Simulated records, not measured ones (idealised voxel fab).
Process module heading - voxel released beams
Cross-sectional view cut (width: 140 nm; square cell size: 5 nm).
Cross-section format: a grid of square cells, given as bands from top to bottom; each band is one or more rows of cells.
Band: top height; bottom height; in nm. Then, left to right: material with width in nm, for each material. "throughout": a single material spanning edge to edge. "air": empty space.
Ref level 0: as-received wafer is one material below here. Bottom band extends down with no lower bound ("z 0 and below").
Width "30..40": first value at the band's top row of cells, second value at its bottom row, equal change from row to row.
For the purposes of this document, the phrase "no change" attached to a step denotes that no cell within the cross-section was modified by that step.
This entry, "Sealed void inventory", enumerates those empty regions of no fewer than 8 cells that possess no open connection to the top. Each region is reported in the form width x height at distance, the distance being taken from the left edge, with all three quantities expressed in nm.
Formally, on a step line, whatever follows the settings is a remark that the simulator itself makes on the step.
Among the settings permitted on a step's line is "overlay nm"; applied to a step with a mask, it specifies the extent to which the mask lay to the right of its planned position, whereas a negative figure signifies a position to the left.

# Intended process steps
1,RECEIVE | material Si
2,CONFORMAL_DEP | material SiN | thk nm 10
3,DIRECTIONAL_DEP | material SiO2 | thk nm 10
4,MASKED_ETCH | tone open | mask id ANCHOR | width nm 35 | etch materials SiO2 | depth nm 10 | overlay nm 0
5,CONFORMAL_DEP | material polySi | thk nm 5
6,DIRECTIONAL_DEP | material aC | thk nm 15
7,PATTERN | tone cover | mask id BEAM | material resist | width nm 80 | thk nm 35 | overlay nm 0
8,DIRECTIONAL_ETCH | etch materials aC | depth nm 15
9,STRIP | etch materials resist
10,DIRECTIONAL_ETCH | etch materials polySi | depth nm 15
11,STRIP | etch materials aC
12,STRIP | etch materials SiO2
varied across the wafers: thk nm of step 5. The plan shows the first wafer's value. All wafers start alike

# First of several wafers, received after step 1, in cross-section
z 0 and below  Si throughout
Sealed void inventory: none

# Post step 12, the closing step of the module: first of several wafers, cross-sectioned
z 25 to 15  air (25..30) / polySi (10..5) / air (25) / polySi (45..5) / air (35..75)
z 15 to 10  air (30) / polySi (35) / air (75)
z 10 to 0  SiN throughout
z 0 and below  Si throughout
Sealed void inventory: none

# Cross-sectional view, end of module, last wafer of several
z 50 to 35  air (25) / polySi (80) / air (35)
z 35 to 20  polySi throughout
z 20 to 10  SiO2 (30) / polySi (35) / SiO2 (75)
z 10 to 0  SiN throughout
z 0 and below  Si throughout
Sealed void inventory: none

# Take any row and you have a wafer at the end of the module: how many cells of each material it has gained (+) or lost (-) since it was received, and then its closed voids
thk nm 5; +56 SiN; +20 polySi; Sealed void inventory: none
thk nm 10; +56 SiN; +40 polySi; Sealed void inventory: none
thk nm 15; +56 SiN; +60 polySi; Sealed void inventory: none
thk nm 20; +56 SiN; +42 SiO2; +90 polySi; Sealed void inventory: none
thk nm 25; +56 SiN; +42 SiO2; +118 polySi; Sealed void inventory: none
thk nm 30; +56 SiN; +42 SiO2; +146 polySi; Sealed void inventory: none
